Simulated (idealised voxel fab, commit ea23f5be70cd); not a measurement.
Title: Process Module voxel gate over fins
The cross-section shown here is cut; it is 240 nm wide and divided into square cells measuring 5 nm on a side.
How to read a cross-section here: the picture is a grid of square cells, written as bands going from the top down, and any band can span one or more rows of cells. Read a band's entry like this: the first values are the height of its top and the height of its bottom in nm, and what follows is the sequence of materials from left to right, each with its width in nm. Note that "empty" is empty space, and that a single material marked "edge to edge" reaches across the band from edge to edge. Counting heights begins at 0, where everything beneath is, in the wafer as received, one material. The lowest band has no bottom; it goes on downwards, as "z 0 and below" shows. Graded width ("30..40"): value in top row of band = first number; value in bottom row = second number; row-to-row change constant. Step marked "remains unaltered"? Then no cell in the cross-section changed in it. Any empty space of 8 cells or more lacking an open way to the top shows up in "Voids, fully enclosed" as width x height at distance, distance from the left edge, in nm. It should be noted that, on the line of a given step, the content following the step's settings is a remark produced by the simulator itself with respect to that step. overlay nm: mask right of planned place by this much (step with mask). Neg. = left.

The process steps that were planned are listed below
- 1: RECEIVE with material Si
- 2: CONFORMAL_DEP with material SiN, thk nm 5
- 3: PATTERN with tone cover, mask id FINS, material resist, width nm 15, pitch nm 40, thk nm 15, overlay nm 0
- 4: DIRECTIONAL_ETCH with etch materials SiN, depth nm 5
- 5: DIRECTIONAL_ETCH with etch materials Si, depth nm 30
- 6: STRIP with etch materials resist
- 7: OXIDIZE with depth nm 5
- 8: FILL_DEP with material SiO2, thk nm 15
- 9: CMP with height nm 5
- 10: SELECTIVE_ETCH with etch materials SiO2, depth nm 15
- 11: STRIP with etch materials SiN
- 12: CONFORMAL_DEP with material HfO2, thk nm 5
- 13: CONFORMAL_DEP with material TiN, thk nm 5
- 14: FILL_DEP with material W, thk nm 10
- 15: CMP with height nm 15
- 16: CONFORMAL_DEP with material SiN, thk nm 5

Step 1 complete: cross-section of the wafer as received
	z 0 and below: Si edge to edge
	Voids, fully enclosed: none

First of two wafers: cross-section at end of module, run per plan
	z 20 to 15: SiN edge to edge
	z 15 to 10: W edge to edge
	z 10 to 5: W=45, TiN=25, W=15, TiN=25, W=15, TiN=25, W=15, TiN=25, W=50
	z 5 to 0: W=45, TiN=5, HfO2=15, TiN=5, W=15, TiN=5, HfO2=15, TiN=5, W=15, TiN=5, HfO2=15, TiN=5, W=15, TiN=5, HfO2=15, TiN=5, W=50
	z 0 to -5: TiN=50, HfO2=5, Si=5, HfO2=5, TiN=25, HfO2=5, Si=5, HfO2=5, TiN=25, HfO2=5, Si=5, HfO2=5, TiN=25, HfO2=5, Si=5, HfO2=5, TiN=55
	z -5 to -10: HfO2=55, Si=5, HfO2=35, Si=5, HfO2=35, Si=5, HfO2=35, Si=5, HfO2=60
	z -10 to -35: SiO2=55, Si=5, SiO2=35, Si=5, SiO2=35, Si=5, SiO2=35, Si=5, SiO2=60
	z -35 and below: Si edge to edge
	Voids, fully enclosed: none

Presented here is a cross-section of the second of the two wafers as it stood at the end of the module. It was started in the same manner and assigned the same plan as the first wafer; however, one mistake was made in its execution
	z 20 to 15: SiN edge to edge
	z 15 to 10: W edge to edge
	z 10 to 5: TiN=55, W=5, TiN=35, W=5, TiN=35, W=5, TiN=35, W=5, TiN=60
	z 5 to 0: HfO2=50, TiN=5, W=5, TiN=5, HfO2=25, TiN=5, W=5, TiN=5, HfO2=25, TiN=5, W=5, TiN=5, HfO2=25, TiN=5, W=5, TiN=5, HfO2=55
	z 0 to -5: Si=45, HfO2=5, TiN=15, HfO2=5, Si=15, HfO2=5, TiN=15, HfO2=5, Si=15, HfO2=5, TiN=15, HfO2=5, Si=15, HfO2=5, TiN=15, HfO2=5, Si=50
	z -5 to -10: Si=45, HfO2=25, Si=15, HfO2=25, Si=15, HfO2=25, Si=15, HfO2=25, Si=50
	z -10 to -35: Si=45, SiO2=25, Si=15, SiO2=25, Si=15, SiO2=25, Si=15, SiO2=25, Si=50
	z -35 and below: Si edge to edge
	Voids, fully enclosed: none
Processing error: step 3: run off-plan, actual operation and settings PATTERN with tone open, mask id FINS, material resist, width nm 15, pitch nm 40, thk nm 15, overlay nm 0
At the finish, the second wafer shows more or fewer cells for some materials than the first does: Si: 168 more | SiO2: 120 fewer | W: 48 fewer
